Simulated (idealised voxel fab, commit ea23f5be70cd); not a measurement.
A process module follows: voxel spacer lines.
Cross-sectional view cut (width: 220 nm; square cell size: 5 nm).
Format of a cross-section: grid, square cells. Given as bands. Order: top down. Band: one or more rows of cells.
Band: top height; bottom height; in nm. Then, left to right: material with width in nm, for each material. "everywhere": a single material spanning edge to edge. "empty": empty space.
Height is counted from the level 0, under which the received wafer is composed throughout of one material. The lowest of the bands is not closed at the bottom but continues downward, in the notation "z 0 and below".
Think of "30->40" as a width that walks from the first number to the second as you go down the band, top row to bottom row, taking equal-sized steps from row to row.
"left unchanged", as given for a step, is the statement that not any cell of the cross-section underwent a change during that step.
Reported under the label "Enclosed cavity list" are the empty spaces having no open way to the top and comprising 8 cells or more; the notation for each is width x height at distance, in which the distance is measured from the left edge and all three values are in nm.
What comes after the settings on a step's line is commentary from the simulator itself on that step.
When a step includes a mask, the "overlay nm" setting on its line states how far to the right of its planned place that mask lay, and negative values state how far to the left.
Process steps foreseen in the plan
1: RECEIVE | material Si
2: CONFORMAL_DEP | material Al2O3 | thk nm 10
3: DIRECTIONAL_DEP | material SiN | thk nm 10
4: DIRECTIONAL_DEP | material aC | thk nm 25
5: PATTERN | tone cover | mask id MANDREL | material resist | width nm 15 | pitch nm 60 | thk nm 30 | overlay nm 0
6: DIRECTIONAL_ETCH | etch materials aC | depth nm 25
7: STRIP | etch materials resist
8: CONFORMAL_DEP | material SiO2 | thk nm 5
9: DIRECTIONAL_ETCH | etch materials SiO2 | depth nm 15
10: STRIP | etch materials aC
11: DIRECTIONAL_ETCH | etch materials SiN | depth nm 10
12: STRIP | etch materials SiO2
13: FILL_DEP | material SiO2 | thk nm 5
14: CMP | height nm 20
Where the wafers of this document differ is in the thk nm of step 8; they start out the same, and the plan states the value that applied to the first wafer.
After step 1, as received: first of several wafers, cross-section
  z 0 and below | Si everywhere
  Enclosed cavity list: none
After the module's final step, step 14: the first of several wafers in cross-section
  z 20 to 10 | 35 SiO2; 5 SiN; 15 SiO2; 5 SiN; 35 SiO2; 5 SiN; 15 SiO2; 5 SiN; 35 SiO2; 5 SiN; 15 SiO2; 5 SiN; 40 SiO2
  z 10 to 0 | Al2O3 everywhere
  z 0 and below | Si everywhere
  Enclosed cavity list: none
Final wafer of several, shown in cross-section at the end of the module
  z 20 to 10 | SiN everywhere
  z 10 to 0 | Al2O3 everywhere
  z 0 and below | Si everywhere
  Enclosed cavity list: none
Wafer rows, end of module: cells per material gained (+) or lost (-) since receipt; closed voids last
thk nm 5; +88 Al2O3; +12 SiN; +76 SiO2; Enclosed cavity list: none
thk nm 10; +88 Al2O3; +24 SiN; +64 SiO2; Enclosed cavity list: none
thk nm 15; +88 Al2O3; +36 SiN; +52 SiO2; Enclosed cavity list: none
thk nm 20; +88 Al2O3; +88 SiN; Enclosed cavity list: none
thk nm 25; +88 Al2O3; +88 SiN; Enclosed cavity list: none
thk nm 30; +88 Al2O3; +88 SiN; Enclosed cavity list: none
